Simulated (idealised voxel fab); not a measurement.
process module | voxel wiring stack
cross-section cut | 220 nm wide | cells 5 nm
A cross-section is a grid of square cells, given in bands from the top down. A band is one or more rows of cells.
Each band's line starts with the height of the band's top and of its bottom, in nm. Then come its materials from left to right, each with its width in nm. One material with "throughout" fills the band from edge to edge. "air" is empty space.
Height 0 is the level under which the wafer as received is all one material. The lowest band goes on downwards, as in "0 down".
A width such as "30 to 40" changes by the same amount from each row of cells to the next, from the band's top row to its bottom row.
"no change" after a step means that no cell of the cross-section changed.
closed voids: empty space of 8 cells or more with no open way to the top, each as width x height at its distance from the left edge, in nm
after a step's settings: what the simulator itself notes on the step
overlay nm, on a step with a mask: how far to the right of its planned place the mask lay; to the left if negative
plan
1 op RECEIVE | material Si
2 op CONFORMAL_DEP | material SiO2 | thk nm 15
3 op CONFORMAL_DEP | material SiN | thk nm 5
4 op DIRECTIONAL_DEP | material SiO2 | thk nm 25
5 op MASKED_ETCH | tone open | mask id METAL_1 | width nm 25 | pitch nm 45 | etch materials SiO2 | depth nm 25 | overlay nm 0
6 op MASKED_ETCH | tone open | mask id METAL_1 | width nm 25 | pitch nm 45 | etch materials SiN | depth nm 5 | overlay nm 0
7 op CONFORMAL_DEP | material TiN | thk nm 5
8 op FILL_DEP | material Cu | thk nm 10
9 op CMP | height nm 45
10 op CONFORMAL_DEP | material SiCN | thk nm 5
11 op DIRECTIONAL_DEP | material SiO2 | thk nm 15
12 op MASKED_ETCH | tone open | mask id PLUG_1 | width nm 15 | pitch nm 45 | etch materials SiO2 | depth nm 15 | overlay nm 0
13 op MASKED_ETCH | tone open | mask id PLUG_1 | width nm 15 | pitch nm 45 | etch materials SiCN | depth nm 5 | overlay nm 0
14 op EPI | material Ru | thk nm 10
15 op EPI | material Ru | thk nm 10
16 op CONFORMAL_DEP | material SiN | thk nm 5
17 op DIRECTIONAL_DEP | material lowk | thk nm 20
18 op PATTERN | tone open | mask id METAL_2 | material resist | width nm 25 | pitch nm 45 | thk nm 20 | overlay nm 0
19 op DIRECTIONAL_ETCH | etch materials lowk | depth nm 20
20 op DIRECTIONAL_ETCH | etch materials SiN | depth nm 5
21 op STRIP | etch materials resist
22 op CONFORMAL_DEP | material TiN | thk nm 5
23 op FILL_DEP | material Cu | thk nm 10
24 op CMP | height nm 90
25 op CONFORMAL_DEP | material SiCN | thk nm 5
26 op DIRECTIONAL_DEP | material SiO2 | thk nm 30
27 op MASKED_ETCH | tone open | mask id METAL_3_HOLES | width nm 15 | pitch nm 45 | etch materials SiO2 | depth nm 30 | overlay nm 0
28 op MASKED_ETCH | tone open | mask id METAL_3 | width nm 25 | pitch nm 45 | etch materials SiO2 | depth nm 20 | overlay nm 0
29 op MASKED_ETCH | tone open | mask id METAL_3 | width nm 25 | pitch nm 45 | etch materials SiCN | depth nm 5 | overlay nm 0
30 op CONFORMAL_DEP | material TiN | thk nm 5
31 op FILL_DEP | material Cu | thk nm 10
32 op CMP | height nm 125
33 op CONFORMAL_DEP | material SiCN | thk nm 5
34 op DIRECTIONAL_DEP | material lowk | thk nm 25
35 op MASKED_ETCH | tone open | mask id METAL_4_HOLES | width nm 15 | pitch nm 90 | etch materials lowk | depth nm 25 | overlay nm 0
36 op PATTERN | tone open | mask id METAL_4 | material resist | width nm 25 | pitch nm 45 | thk nm 20 | overlay nm 0
37 op DIRECTIONAL_ETCH | etch materials lowk | depth nm 15
38 op DIRECTIONAL_ETCH | etch materials SiCN | depth nm 5
39 op STRIP | etch materials resist
40 op CONFORMAL_DEP | material TiN | thk nm 5
41 op FILL_DEP | material Cu | thk nm 10
42 op CMP | height nm 155
43 op CONFORMAL_DEP | material SiCN | thk nm 5
as received, after step 1
  0 down: Si throughout
  closed voids: none
first wafer at the end, as planned
  160 to 155: SiCN throughout
  155 to 145: lowk 50 | TiN 5 | Cu 15 | TiN 5 | lowk 20 | TiN 5 | Cu 15 | TiN 5 | lowk 20 | TiN 5 | Cu 15 | TiN 5 | lowk 55
  145 to 140: lowk 50 | TiN 5 | Cu 5 | TiN 15 | lowk 20 | TiN 25 | lowk 20 | TiN 5 | Cu 5 | TiN 15 | lowk 55
  140 to 130: lowk 50 | TiN 5 | Cu 5 | TiN 5 | lowk 75 | TiN 5 | Cu 5 | TiN 5 | lowk 65
  130 to 125: SiCN 50 | TiN 15 | SiCN 75 | TiN 15 | SiCN 65
  125 to 110: SiO2 50 | TiN 5 | Cu 15 | TiN 5 | SiO2 20 | TiN 5 | Cu 15 | TiN 5 | SiO2 20 | TiN 5 | Cu 15 | TiN 5 | SiO2 55
  110 to 105: SiO2 50 | TiN 5 | Cu 5 | TiN 15 | SiO2 20 | TiN 5 | Cu 5 | TiN 15 | SiO2 20 | TiN 5 | Cu 5 | TiN 15 | SiO2 55
  105 to 95: SiO2 50 | TiN 5 | Cu 5 | TiN 5 | SiO2 30 | TiN 5 | Cu 5 | TiN 5 | SiO2 30 | TiN 5 | Cu 5 | TiN 5 | SiO2 65
  95 to 90: SiCN 50 | TiN 15 | SiCN 30 | TiN 15 | SiCN 30 | TiN 15 | SiCN 65
  90 to 70: lowk 50 | TiN 5 | Cu 15 | TiN 5 | lowk 20 | TiN 5 | Cu 15 | TiN 5 | lowk 20 | TiN 5 | Cu 15 | TiN 5 | lowk 55
  70 to 65: SiN 50 | TiN 25 | SiN 20 | TiN 25 | SiN 20 | TiN 25 | SiN 55
  65 to 50: SiO2 50 | Ru 15 | SiO2 30 | Ru 15 | SiO2 30 | Ru 15 | SiO2 65
  50 to 45: SiCN 50 | Ru 15 | SiCN 30 | Ru 15 | SiCN 30 | Ru 15 | SiCN 65
  45 to 20: SiO2 50 | TiN 5 | Cu 15 | TiN 5 | SiO2 20 | TiN 5 | Cu 15 | TiN 5 | SiO2 20 | TiN 5 | Cu 15 | TiN 5 | SiO2 55
  20 to 15: SiN 50 | TiN 25 | SiN 20 | TiN 25 | SiN 20 | TiN 25 | SiN 55
  15 to 0: SiO2 throughout
  0 down: Si throughout
  closed voids: none
second wafer at the end: like start, like plan, one mistake
  160 to 155: SiCN throughout
  155 to 145: lowk 50 | TiN 5 | Cu 15 | TiN 5 | lowk 20 | TiN 5 | Cu 15 | TiN 5 | lowk 20 | TiN 5 | Cu 15 | TiN 5 | lowk 55
  145 to 140: lowk 50 | TiN 5 | Cu 5 | TiN 15 | lowk 20 | TiN 25 | lowk 20 | TiN 5 | Cu 5 | TiN 15 | lowk 55
  140 to 130: lowk 50 | TiN 5 | Cu 5 | TiN 5 | lowk 75 | TiN 5 | Cu 5 | TiN 5 | lowk 65
  130 to 125: SiCN 50 | TiN 15 | SiCN 75 | TiN 15 | SiCN 65
  125 to 110: SiO2 50 | TiN 5 | lowk 15 | TiN 5 | SiO2 20 | TiN 5 | lowk 15 | TiN 5 | SiO2 20 | TiN 5 | lowk 15 | TiN 5 | SiO2 55
  110 to 105: SiO2 50 | TiN 5 | lowk 5 | TiN 15 | SiO2 20 | TiN 5 | lowk 5 | TiN 15 | SiO2 20 | TiN 5 | lowk 5 | TiN 15 | SiO2 55
  105 to 95: SiO2 50 | TiN 5 | lowk 5 | TiN 5 | SiO2 30 | TiN 5 | lowk 5 | TiN 5 | SiO2 30 | TiN 5 | lowk 5 | TiN 5 | SiO2 65
  95 to 90: SiCN 50 | TiN 15 | SiCN 30 | TiN 15 | SiCN 30 | TiN 15 | SiCN 65
  90 to 70: lowk 50 | TiN 5 | Cu 15 | TiN 5 | lowk 20 | TiN 5 | Cu 15 | TiN 5 | lowk 20 | TiN 5 | Cu 15 | TiN 5 | lowk 55
  70 to 65: SiN 50 | TiN 25 | SiN 20 | TiN 25 | SiN 20 | TiN 25 | SiN 55
  65 to 50: SiO2 50 | Ru 15 | SiO2 30 | Ru 15 | SiO2 30 | Ru 15 | SiO2 65
  50 to 45: SiCN 50 | Ru 15 | SiCN 30 | Ru 15 | SiCN 30 | Ru 15 | SiCN 65
  45 to 20: SiO2 50 | TiN 5 | Cu 15 | TiN 5 | SiO2 20 | TiN 5 | Cu 15 | TiN 5 | SiO2 20 | TiN 5 | Cu 15 | TiN 5 | SiO2 55
  20 to 15: SiN 50 | TiN 25 | SiN 20 | TiN 25 | SiN 20 | TiN 25 | SiN 55
  15 to 0: SiO2 throughout
  0 down: Si throughout
  closed voids: none
what went wrong: step 31 ran as: op FILL_DEP | material lowk | thk nm 10
at the end the second wafer has, in cells: 36 fewer of Cu | 36 more of lowk
